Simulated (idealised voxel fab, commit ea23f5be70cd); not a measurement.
This is a process module. Its name is voxel capacitor over wiring.
cross-section cut | 180 nm wide | cells 5 nm
In what follows, cross-sections appear as grids of square cells, described through bands that run from the top down, where every band is one or more rows of cells. Band: top height; bottom height; in nm. Then, left to right: material with width in nm, for each material. "everywhere": a single material spanning edge to edge. "blank": empty space. All heights in this document are referenced to 0, defined as the level beneath which the wafer, as received, consists entirely of one material. The lowest band is not bounded below; it extends indefinitely downward and is written in the form "0 nm and below". The width entry "30->40" should be interpreted row by row: the top row of cells in the band takes the first number, the bottom row takes the second number, and the change between adjacent rows is uniform throughout. What does "remains unaltered" mean for a step? It means no cell of the cross-section changed in that step. What "Fully sealed cavities" gives you is every empty space of 8 cells or more that is cut off from the top. Each appears as width x height at distance, with the distance taken from the left edge and width, height and distance all in nm. after a step's settings: what the simulator itself notes on the step. "overlay nm" on a masked step: distance the mask lay right of its planned place, negative for left.

-- This section lists the process steps that were planned
1. RECEIVE [material Si]
2. CONFORMAL_DEP [material SiO2] [thk nm 15]
3. DIRECTIONAL_DEP [material TiN] [thk nm 5]
4. DIRECTIONAL_DEP [material W] [thk nm 20]
5. MASKED_ETCH [tone cover] [mask id METAL_1] [width nm 20] [pitch nm 75] [etch materials W] [depth nm 20] [overlay nm 0]
6. MASKED_ETCH [tone cover] [mask id METAL_1] [width nm 20] [pitch nm 75] [etch materials TiN] [depth nm 5] [overlay nm 0]
7. CONFORMAL_DEP [material SiCN] [thk nm 5]
8. FILL_DEP [material SiO2] [thk nm 10]
9. CMP [height nm 40]
10. CONFORMAL_DEP [material SiCN] [thk nm 5]
11. DIRECTIONAL_DEP [material lowk] [thk nm 20]
12. DIRECTIONAL_DEP [material aC] [thk nm 10]
13. PATTERN [tone open] [mask id PLUG_1] [material resist] [width nm 15] [thk nm 25] [overlay nm 0]
14. DIRECTIONAL_ETCH [etch materials aC] [depth nm 10]
15. STRIP [etch materials resist]
16. DIRECTIONAL_ETCH [etch materials lowk] [depth nm 20]
17. DIRECTIONAL_ETCH [etch materials SiCN] [depth nm 5]
18. STRIP [etch materials aC]
19. CONFORMAL_DEP [material TiN] [thk nm 5]
20. FILL_DEP [material Ru] [thk nm 5]
21. CMP [height nm 65]
22. DIRECTIONAL_DEP [material TiN] [thk nm 5]
23. DIRECTIONAL_DEP [material HfO2] [thk nm 5]
24. DIRECTIONAL_DEP [material TiN] [thk nm 5]
25. MASKED_ETCH [tone cover] [mask id UPPER_PLATE] [width nm 60] [etch materials TiN] [depth nm 5] [overlay nm 0]
26. MASKED_ETCH [tone cover] [mask id UPPER_PLATE] [width nm 60] [etch materials HfO2] [depth nm 5] [overlay nm 0]
27. MASKED_ETCH [tone cover] [mask id LOWER_PLATE] [width nm 70] [etch materials TiN] [depth nm 5] [overlay nm 0]
28. FILL_DEP [material SiO2] [thk nm 20]
29. CMP [height nm 95]
30. PATTERN [tone open] [mask id PLUG_2] [material resist] [width nm 15] [thk nm 20] [overlay nm 0]
31. DIRECTIONAL_ETCH [etch materials SiO2] [depth nm 15]
32. STRIP [etch materials resist]
33. CONFORMAL_DEP [material TiN] [thk nm 5]
34. FILL_DEP [material Ru] [thk nm 10]
35. CMP [height nm 95]
36. CONFORMAL_DEP [material SiN] [thk nm 5]

-- Cross-section, incoming material, after step 1
* 0 nm and below  Si everywhere
* Fully sealed cavities: none

-- Cross-sectional image of the first of two wafers at the end of the module, the run having proceeded as planned
* 100 nm to 95 nm  SiN everywhere
* 95 nm to 85 nm  SiO2=55  TiN=5  Ru=5  TiN=5  SiO2=110
* 85 nm to 75 nm  SiO2=55->45  TiN=15->60  SiO2=110->75
* 75 nm to 70 nm  SiO2=45  HfO2=60  SiO2=75
* 70 nm to 65 nm  SiO2=40  TiN=70  SiO2=70
* 65 nm to 45 nm  lowk=45  TiN=5  Ru=5  TiN=5  lowk=120
* 45 nm to 40 nm  SiCN=45  TiN=15  SiCN=120
* 40 nm to 20 nm  SiO2=35  SiCN=5  W=20  SiCN=5  SiO2=45  SiCN=5  W=20  SiCN=5  SiO2=40
* 20 nm to 15 nm  SiCN=40  TiN=20  SiCN=55  TiN=20  SiCN=45
* 15 nm to 0 nm  SiO2 everywhere
* 0 nm and below  Si everywhere
* Fully sealed cavities: none

-- Cross-section, wafer two of two, end of module: same start and plan as wafer one, one error in execution
* 100 nm to 95 nm  SiN everywhere
* 95 nm to 85 nm  SiO2=55  TiN=5  Ru=5  TiN=5  SiO2=110
* 85 nm to 75 nm  SiO2=55->45  TiN=15->60  SiO2=110->75
* 75 nm to 70 nm  SiO2=45  HfO2=60  SiO2=75
* 70 nm to 65 nm  aC everywhere
* 65 nm to 45 nm  lowk=45  TiN=5  Ru=5  TiN=5  lowk=120
* 45 nm to 40 nm  SiCN=45  TiN=15  SiCN=120
* 40 nm to 20 nm  SiO2=35  SiCN=5  W=20  SiCN=5  SiO2=45  SiCN=5  W=20  SiCN=5  SiO2=40
* 20 nm to 15 nm  SiCN=40  TiN=20  SiCN=55  TiN=20  SiCN=45
* 15 nm to 0 nm  SiO2 everywhere
* 0 nm and below  Si everywhere
* Fully sealed cavities: none
Against the plan, the run slipped here: for step 22, the planned setting was not used; the step was instead run as DIRECTIONAL_DEP [material aC] [thk nm 5]
The second wafer ends with more or fewer cells of some materials than the first, per final count: SiO2 -22; TiN -14; aC +36
